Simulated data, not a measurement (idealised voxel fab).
The following process module bears the name voxel transistor to metal.
Each square cell in cross-section cut measures 5 nm, and the section as a whole is 285 nm wide.
If you're reading a cross-section in this doc, picture square cells in a grid; it comes to you as bands, top ones listed first down to the bottom, and a band can be one or more rows of cells.
What a band's entry tells you: where the top is and where the bottom is, as heights in nm, and after that what lies inside, material by material from left to right, each with its width in nm. Empty space is written as the word "blank", and a single material marked with the word "everywhere" occupies the band from edge to edge.
The level at which height equals 0 is the one under which the wafer, as it arrives, is entirely one material. No lower edge exists for the bottom band, which continues downward and is notated as in "top 0, no bottom".
With a width like "30->40", each row of cells in the band differs from the next by the same amount, the top row carrying the first number and the bottom row the second.
For the purposes of this document, the phrase "no alterations made" attached to a step denotes that no cell within the cross-section was modified by that step.
What "Closed cavity list" gives you is every empty space of 8 cells or more that is cut off from the top. Each appears as width x height at distance, with the distance taken from the left edge and width, height and distance all in nm.
Text after the settings on a step's line: the simulator's own remark on that step.
A step's line can hold "overlay nm"; with a mask on that step, the setting says how far right of the planned place the mask lay, while a negative setting says it lay to the left.

PROCESS STEPS - PLAN
step 1: RECEIVE [material Si]
step 2: OXIDIZE [depth nm 5]
step 3: CONFORMAL_DEP [material SiN] [thk nm 10]
step 4: MASKED_ETCH [tone cover] [mask id ACTIVE] [width nm 110] [pitch nm 140] [etch materials SiN] [depth nm 10] [overlay nm 0]
step 5: MASKED_ETCH [tone cover] [mask id ACTIVE] [width nm 110] [pitch nm 140] [etch materials SiO2] [depth nm 5] [overlay nm 0]
step 6: MASKED_ETCH [tone cover] [mask id ACTIVE] [width nm 110] [pitch nm 140] [etch materials Si] [depth nm 35] [overlay nm 0]
step 7: OXIDIZE [depth nm 5]
step 8: FILL_DEP [material SiO2] [thk nm 5]
step 9: CMP [height nm 10]
step 10: SELECTIVE_ETCH [etch materials SiO2] [depth nm 10]
step 11: STRIP [etch materials SiN]
step 12: SELECTIVE_ETCH [etch materials SiO2] [depth nm 5]
step 13: OXIDIZE [depth nm 5]
step 14: DIRECTIONAL_DEP [material polySi] [thk nm 30]
step 15: DIRECTIONAL_DEP [material SiCN] [thk nm 15]
step 16: DIRECTIONAL_DEP [material aC] [thk nm 15]
step 17: PATTERN [tone cover] [mask id GATE] [material resist] [width nm 20] [pitch nm 140] [thk nm 30] [overlay nm 0]
step 18: DIRECTIONAL_ETCH [etch materials aC] [depth nm 15]
step 19: STRIP [etch materials resist]
step 20: DIRECTIONAL_ETCH [etch materials SiCN] [depth nm 25]
step 21: DIRECTIONAL_ETCH [etch materials polySi] [depth nm 40]
step 22: STRIP [etch materials aC]
step 23: CONFORMAL_DEP [material SiO2] [thk nm 5]
step 24: DIRECTIONAL_ETCH [etch materials SiO2] [depth nm 5]
step 25: CONFORMAL_DEP [material SiN] [thk nm 5]
step 26: DIRECTIONAL_ETCH [etch materials SiN] [depth nm 5]
step 27: DIRECTIONAL_ETCH [etch materials SiO2] [depth nm 5]
step 28: EPI [material pSi] [thk nm 5]
step 29: FILL_DEP [material SiO2] [thk nm 10]
step 30: CMP [height nm 40]
step 31: DIRECTIONAL_DEP [material SiO2] [thk nm 15]
step 32: PATTERN [tone open] [mask id CONTACT] [material resist] [width nm 20] [pitch nm 70] [thk nm 20] [overlay nm 0]
step 33: DIRECTIONAL_ETCH [etch materials SiO2] [depth nm 60]
step 34: STRIP [etch materials resist]
step 35: CONFORMAL_DEP [material TiN] [thk nm 5]
step 36: FILL_DEP [material W] [thk nm 5]
step 37: CMP [height nm 55]
step 38: CONFORMAL_DEP [material SiCN] [thk nm 5]
step 39: DIRECTIONAL_DEP [material SiO2] [thk nm 20]
step 40: PATTERN [tone open] [mask id METAL_1] [material resist] [width nm 20] [pitch nm 70] [thk nm 15] [overlay nm -10]
step 41: DIRECTIONAL_ETCH [etch materials SiO2] [depth nm 20]
step 42: DIRECTIONAL_ETCH [etch materials SiCN] [depth nm 5]
step 43: STRIP [etch materials resist]
step 44: CONFORMAL_DEP [material TiN] [thk nm 5]
step 45: FILL_DEP [material Cu] [thk nm 10]
step 46: CMP [height nm 80]
step 47: CONFORMAL_DEP [material SiN] [thk nm 5]
Split variable: overlay nm, step 40. Plan value = first wafer. Wafers start alike.

SO THIS IS THE FIRST OF SEVERAL WAFERS, CROSS-SECTIONED AS IT CAME TO US, MEANING IT'S AT THE END OF STEP 1
> top 0, no bottom | Si everywhere
> Closed cavity list: none

QUICK KEY FOR THE TABLE: A ROW PER WAFER, TAKEN AT THE END OF THE MODULE. FOR EACH MATERIAL IT TELLS YOU HOW MANY CELLS THE WAFER GAINED (+) OR LOST (-) SINCE IT CAME IN, AND THE CLOSED VOIDS COME AFTER
overlay nm -10 | +32 Cu | -233 Si | +65 SiCN | +93 SiN | +696 SiO2 | +152 TiN | +88 W | +28 pSi | +48 polySi | Closed cavity list: none
overlay nm -5 | +32 Cu | -233 Si | +65 SiCN | +93 SiN | +696 SiO2 | +152 TiN | +88 W | +28 pSi | +48 polySi | Closed cavity list: none
overlay nm 0 | +32 Cu | -233 Si | +65 SiCN | +93 SiN | +696 SiO2 | +152 TiN | +88 W | +28 pSi | +48 polySi | Closed cavity list: none
overlay nm 5 | +32 Cu | -233 Si | +65 SiCN | +93 SiN | +696 SiO2 | +152 TiN | +88 W | +28 pSi | +48 polySi | Closed cavity list: none
overlay nm 10 | +32 Cu | -233 Si | +65 SiCN | +93 SiN | +696 SiO2 | +152 TiN | +88 W | +28 pSi | +48 polySi | Closed cavity list: none
overlay nm 15 | +32 Cu | -233 Si | +65 SiCN | +93 SiN | +696 SiO2 | +152 TiN | +88 W | +28 pSi | +48 polySi | Closed cavity list: none
